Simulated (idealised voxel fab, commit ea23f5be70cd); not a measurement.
process module | voxel ribs on slabs
cross-section cut | 170 nm wide | cells 5 nm
A cross-section is a grid of square cells, given in bands from the top down. A band is one or more rows of cells.
Each band's line starts with the height of the band's top and of its bottom, in nm. Then come its materials from left to right, each with its width in nm. One material with "throughout" fills the band from edge to edge. "air" is empty space.
Height 0 is the level under which the wafer as received is all one material. The lowest band goes on downwards, as in "0 down".
A width such as "30 to 40" changes by the same amount from each row of cells to the next, from the band's top row to its bottom row.
"no change" after a step means that no cell of the cross-section changed.
closed voids: empty space of 8 cells or more with no open way to the top, each as width x height at its distance from the left edge, in nm
after a step's settings: what the simulator itself notes on the step
overlay nm, on a step with a mask: how far to the right of its planned place the mask lay; to the left if negative
plan
1 op RECEIVE | material Si
2 op DIRECTIONAL_DEP | material SiO2 | thk nm 30
3 op DIRECTIONAL_DEP | material SiN | thk nm 15
4 op PATTERN | tone cover | mask id RIB | material resist | width nm 20 | thk nm 15 | overlay nm 0
5 op DIRECTIONAL_ETCH | etch materials SiN | depth nm 10
6 op STRIP | etch materials resist
7 op DIRECTIONAL_DEP | material aC | thk nm 15
8 op PATTERN | tone cover | mask id SLAB | material resist | width nm 70 | thk nm 35 | overlay nm 0
9 op DIRECTIONAL_ETCH | etch materials aC | depth nm 15
10 op STRIP | etch materials resist
11 op DIRECTIONAL_ETCH | etch materials SiN | depth nm 5
12 op STRIP | etch materials aC
13 op FILL_DEP | material SiO2 | thk nm 20
14 op CMP | height nm 55
15 op DIRECTIONAL_DEP | material W | thk nm 10
16 op DIRECTIONAL_DEP | material aC | thk nm 10
17 op PATTERN | tone cover | mask id HEATER | material resist | width nm 30 | thk nm 25 | overlay nm 0
18 op DIRECTIONAL_ETCH | etch materials aC | depth nm 10
19 op STRIP | etch materials resist
20 op DIRECTIONAL_ETCH | etch materials W | depth nm 10
21 op STRIP | etch materials aC
22 op CONFORMAL_DEP | material SiN | thk nm 5
as received, after step 1
  0 down: Si throughout
  closed voids: none
a wafer at the end: this start, this plan, one mistake
  70 to 65: air 65 | SiN 40 | air 65
  65 to 60: air 65 | SiN 5 | W 30 | SiN 5 | air 65
  60 to 55: SiN 70 | W 30 | SiN 70
  55 to 35: SiO2 throughout
  35 to 30: SiO2 75 | SiN 20 | SiO2 75
  30 to 0: SiO2 throughout
  0 down: Si throughout
  closed voids: none
what went wrong: step 3 ran as: op DIRECTIONAL_DEP | material SiN | thk nm 5
